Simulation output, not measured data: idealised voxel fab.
process module | voxel quadruple lines
cross-section cut | 285 nm wide | cells 5 nm
A cross-section is a grid of square cells, given in bands from the top down. A band is one or more rows of cells.
Each band's line starts with the height of the band's top and of its bottom, in nm. Then come its materials from left to right, each with its width in nm. One material with "throughout" fills the band from edge to edge. "air" is empty space.
Height 0 is the level under which the wafer as received is all one material. The lowest band goes on downwards, as in "0 down".
A width such as "30 to 40" changes by the same amount from each row of cells to the next, from the band's top row to its bottom row.
"no change" after a step means that no cell of the cross-section changed.
closed voids: empty space of 8 cells or more with no open way to the top, each as width x height at its distance from the left edge, in nm
after a step's settings: what the simulator itself notes on the step
overlay nm, on a step with a mask: how far to the right of its planned place the mask lay; to the left if negative
plan
1 op RECEIVE | material Si
2 op CONFORMAL_DEP | material SiO2 | thk nm 5
3 op DIRECTIONAL_DEP | material W | thk nm 10
4 op DIRECTIONAL_DEP | material polySi | thk nm 20
5 op DIRECTIONAL_DEP | material aC | thk nm 25
6 op PATTERN | tone cover | mask id MANDREL | material resist | width nm 20 | pitch nm 60 | thk nm 35 | overlay nm 0
7 op DIRECTIONAL_ETCH | etch materials aC | depth nm 25
8 op STRIP | etch materials resist
9 op CONFORMAL_DEP | material SiO2 | thk nm 10
10 op DIRECTIONAL_ETCH | etch materials SiO2 | depth nm 10
11 op STRIP | etch materials aC
12 op DIRECTIONAL_ETCH | etch materials polySi | depth nm 20
13 op STRIP | etch materials SiO2
14 op CONFORMAL_DEP | material SiCN | thk nm 5
15 op DIRECTIONAL_ETCH | etch materials SiCN | depth nm 5
16 op STRIP | etch materials polySi
17 op DIRECTIONAL_ETCH | etch materials W | depth nm 10
18 op STRIP | etch materials SiCN
as received, after step 1
  0 down: Si throughout
  closed voids: none
a wafer at the end: this start, this plan, one mistake
  15 to 5: air 80 | W 5 | air 10 | W 5 | air 10 | W 5 | air 10 | W 5 | air 10 | W 5 | air 10 | W 5 | air 10 | W 5 | air 10 | W 5 | air 95
  5 to 0: SiO2 throughout
  0 down: Si throughout
  closed voids: none
what went wrong: step 6 ran as: op PATTERN | tone cover | mask id MANDREL | material resist | width nm 20 | pitch nm 60 | thk nm 35 | overlay nm -5
